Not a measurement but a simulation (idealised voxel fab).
Name of the process module below: voxel ribs on slabs
The cross-section on display is named cut; it measures 295 nm wide, and its cells are 5 nm squares.
Notation: cross-section as square-cell grid; stated in bands, top first, going down; one or more cell rows per band. Each band's line starts with the height of the band's top and of its bottom, in nm. Then come its materials from left to right, each with its width in nm. One material with "all across" fills the band from edge to edge. "air" is empty space. Height is counted from the level 0, under which the received wafer is composed throughout of one material. The lowest of the bands is not closed at the bottom but continues downward, in the notation "0 and below". Width: "30..40" (first number = top row, second number = bottom row, same change from row to row of cells). Reading "nothing was modified" for a step: not a cell of the cross-section changed in it. Basically, "Enclosed void entries" tells you about the enclosed voids: empty spaces with no open way to the top, 8 cells or bigger, each written width x height at distance, where distance is from the left edge, all in nm. Note: text after step settings on the step line = simulator remark on that step. "overlay nm" on a masked step: distance the mask lay right of its planned place, negative for left.
-- These are the steps we planned for the process
| 1 | RECEIVE,material Si |
| 2 | DIRECTIONAL_DEP,material SiO2,thk nm 20 |
| 3 | DIRECTIONAL_DEP,material polySi,thk nm 25 |
| 4 | DIRECTIONAL_DEP,material aC,thk nm 10 |
| 5 | PATTERN,tone cover,mask id RIB,material resist,width nm 15,thk nm 30,overlay nm 0 |
| 6 | DIRECTIONAL_ETCH,etch materials aC,depth nm 10 |
| 7 | STRIP,etch materials resist |
| 8 | DIRECTIONAL_ETCH,etch materials polySi,depth nm 15 |
| 9 | STRIP,etch materials aC |
| 10 | DIRECTIONAL_DEP,material aC,thk nm 15 |
| 11 | PATTERN,tone cover,mask id SLAB,material resist,width nm 55,thk nm 35,overlay nm 0 |
| 12 | DIRECTIONAL_ETCH,etch materials aC,depth nm 15 |
| 13 | STRIP,etch materials resist |
| 14 | DIRECTIONAL_ETCH,etch materials polySi,depth nm 10 |
| 15 | STRIP,etch materials aC |
| 16 | FILL_DEP,material SiO2,thk nm 15 |
| 17 | CMP,height nm 55 |
| 18 | DIRECTIONAL_DEP,material TiN,thk nm 10 |
| 19 | PATTERN,tone cover,mask id HEATER,material resist,width nm 25,thk nm 20,overlay nm 0 |
| 20 | DIRECTIONAL_ETCH,etch materials TiN,depth nm 10 |
| 21 | STRIP,etch materials resist |
| 22 | CONFORMAL_DEP,material SiO2,thk nm 5 |
-- The first of the two wafers, which ran as planned
-- Cross-section: wafer on arrival = after step 1
  0 and below: Si all across
  Enclosed void entries: none
-- The wafer in cross-section once step 2 is complete
  20 down to 0: SiO2 all across
  No changes below 0.
-- The wafer in cross-section once step 3 is complete
  45 down to 20: polySi all across
  No changes below 20.
-- The wafer in cross-section once step 4 is complete
  55 down to 45: aC all across
  No changes below 45.
-- The wafer in cross-section once step 5 is complete
  85 down to 55: air (140), then resist (15), then air (140)
  No changes below 55.
-- The wafer in cross-section once step 6 is complete
  75 down to 55: air (140), then resist (15), then air (140)
  55 down to 45: air (140), then aC (15), then air (140)
  No changes below 45.
-- The wafer in cross-section once step 7 is complete
  55 down to 45: air (140), then aC (15), then air (140)
  No changes below 45.
-- The wafer in cross-section once step 8 is complete
  55 down to 45: air (140), then aC (15), then air (140)
  45 down to 30: air (140), then polySi (15), then air (140)
  No changes below 30.
-- The wafer in cross-section once step 9 is complete
  45 down to 30: air (140), then polySi (15), then air (140)
  No changes below 30.
-- The wafer in cross-section once step 10 is complete
  60 down to 45: air (140), then aC (15), then air (140)
  45 down to 30: aC (140), then polySi (15), then aC (140)
  No changes below 30.
-- The wafer in cross-section once step 11 is complete
  95 down to 60: air (120), then resist (55), then air (120)
  60 down to 45: air (120), then resist (20), then aC (15), then resist (20), then air (120)
  No changes below 45.
-- The wafer in cross-section once step 12 is complete
  80 down to 60: air (120), then resist (55), then air (120)
  60 down to 45: air (120), then resist (20), then aC (15), then resist (20), then air (120)
  45 down to 30: air (120), then aC (20), then polySi (15), then aC (20), then air (120)
  No changes below 30.
-- The wafer in cross-section once step 13 is complete
  60 down to 45: air (140), then aC (15), then air (140)
  No changes below 45.
-- The wafer in cross-section once step 14 is complete
  60 down to 45: air (140), then aC (15), then air (140)
  45 down to 30: air (120), then aC (20), then polySi (15), then aC (20), then air (120)
  30 down to 20: air (120), then polySi (55), then air (120)
  No changes below 20.
-- The wafer in cross-section once step 15 is complete
  45 down to 30: air (140), then polySi (15), then air (140)
  No changes below 30.
-- The wafer in cross-section once step 16 is complete
  60 down to 45: SiO2 all across
  45 down to 30: SiO2 (140), then polySi (15), then SiO2 (140)
  30 down to 20: SiO2 (120), then polySi (55), then SiO2 (120)
  No changes below 20.
-- The wafer in cross-section once step 17 is complete
  55 down to 45: SiO2 all across
  No changes below 45.
-- The wafer in cross-section once step 18 is complete
  65 down to 55: TiN all across
  No changes below 55.
-- The wafer in cross-section once step 19 is complete
  85 down to 65: air (135), then resist (25), then air (135)
  No changes below 65.
-- The wafer in cross-section once step 20 is complete
  85 down to 65: air (135), then resist (25), then air (135)
  65 down to 55: air (135), then TiN (25), then air (135)
  No changes below 55.
-- The wafer in cross-section once step 21 is complete
  65 down to 55: air (135), then TiN (25), then air (135)
  No changes below 55.
-- The wafer in cross-section once step 22 is complete
  70 down to 65: air (130), then SiO2 (35), then air (130)
  65 down to 60: air (130), then SiO2 (5), then TiN (25), then SiO2 (5), then air (130)
  60 down to 55: SiO2 (135), then TiN (25), then SiO2 (135)
  No changes below 55.
-- Second Wafer (Identical Start and Plan, One Processing Error; Matches First Wafer Through Step 18)
-- when step 19 should have ended
  85 down to 65: resist (135), then air (25), then resist (135)
  No changes below 65.
-- when step 20 should have ended
  85 down to 65: resist (135), then air (25), then resist (135)
  65 down to 55: TiN (135), then air (25), then TiN (135)
  No changes below 55.
-- when step 21 should have ended
  65 down to 55: TiN (135), then air (25), then TiN (135)
  No changes below 55.
-- when step 22 should have ended
  70 down to 65: SiO2 (140), then air (15), then SiO2 (140)
  65 down to 60: TiN (135), then SiO2 (5), then air (15), then SiO2 (5), then TiN (135)
  60 down to 55: TiN (135), then SiO2 (25), then TiN (135)
  No changes below 55.
What was done differently from what was planned? off-plan run, step 19, actual operation and settings PATTERN,tone open,mask id HEATER,material resist,width nm 25,thk nm 20,overlay nm 0
Counted in cells at the end, the second wafer holds more or fewer of these materials than the first: TiN: 98 more
